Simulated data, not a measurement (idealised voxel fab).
Process module heading - voxel plated lines
The cross-section on display is named cut; it measures 215 nm wide, and its cells are 5 nm squares.
Throughout this document, each cross-section is represented as a grid of square cells and is presented as a sequence of bands enumerated from the top downward, where a band comprises one or more rows of cells.
First you get the band's top height and its bottom height, in nm, and then the materials it's made of, left to right, with each width in nm. If you see a single material with "all across", that one covers the band edge to edge. "air" is empty space.
Heights are measured from 0, the level below which the as-received wafer is all one material; the lowest band has no bottom and continues downward, written as in "0..down".
Think of "30..40" as a width that walks from the first number to the second as you go down the band, top row to bottom row, taking equal-sized steps from row to row.
What does "changes: none" mean for a step? It means no cell of the cross-section changed in that step.
"Internal closed voids" - sealed voids, min. 8 cells, no opening to top; format: width x height at distance (distance from left edge; nm throughout).
Note: text after step settings on the step line = simulator remark on that step.
For masked steps, "overlay nm" on the step line gives how far right of plan the mask actually lay; a minus sign means it lay to the left.

## The following list gives the planned process steps
1: RECEIVE | material Si
2: CONFORMAL_DEP | material SiN | thk nm 10
3: DIRECTIONAL_DEP | material TiN | thk nm 5
4: PATTERN | tone open | mask id LINES | material resist | width nm 25 | pitch nm 45 | thk nm 40 | overlay nm 0
5: EPI | material Ru | thk nm 10
6: EPI | material Ru | thk nm 10
7: EPI | material Ru | thk nm 10
8: STRIP | etch materials resist
9: DIRECTIONAL_ETCH | etch materials TiN | depth nm 5
10: CONFORMAL_DEP | material SiCN | thk nm 10

## Here's what the wafer looked like in cross-section when it arrived - that's after step 1
    0..down = Si all across
    Internal closed voids: none

## Starting structure and process plan are as shown above, but one mistake was made in running the module; the wafer cross-section at the end of the module follows
    55..45 = 30 of air, 135 of SiCN, 50 of air
    45..20 = 30 of air, 10 of SiCN, 25 of Ru, 20 of SiCN, 25 of Ru, 20 of SiCN, 25 of Ru, 10 of SiCN, 50 of air
    20..15 = 40 of SiCN, 25 of Ru, 20 of SiCN, 25 of Ru, 20 of SiCN, 25 of Ru, 60 of SiCN
    15..10 = 40 of SiCN, 25 of TiN, 20 of SiCN, 25 of TiN, 20 of SiCN, 25 of TiN, 60 of SiCN
    10..0 = SiN all across
    0..down = Si all across
    Internal closed voids: none
Deviation from plan: step 4 ran with different settings than intended, the actual operation and settings being PATTERN | tone open | mask id LINES | material resist | width nm 25 | pitch nm 45 | thk nm 40 | overlay nm -10
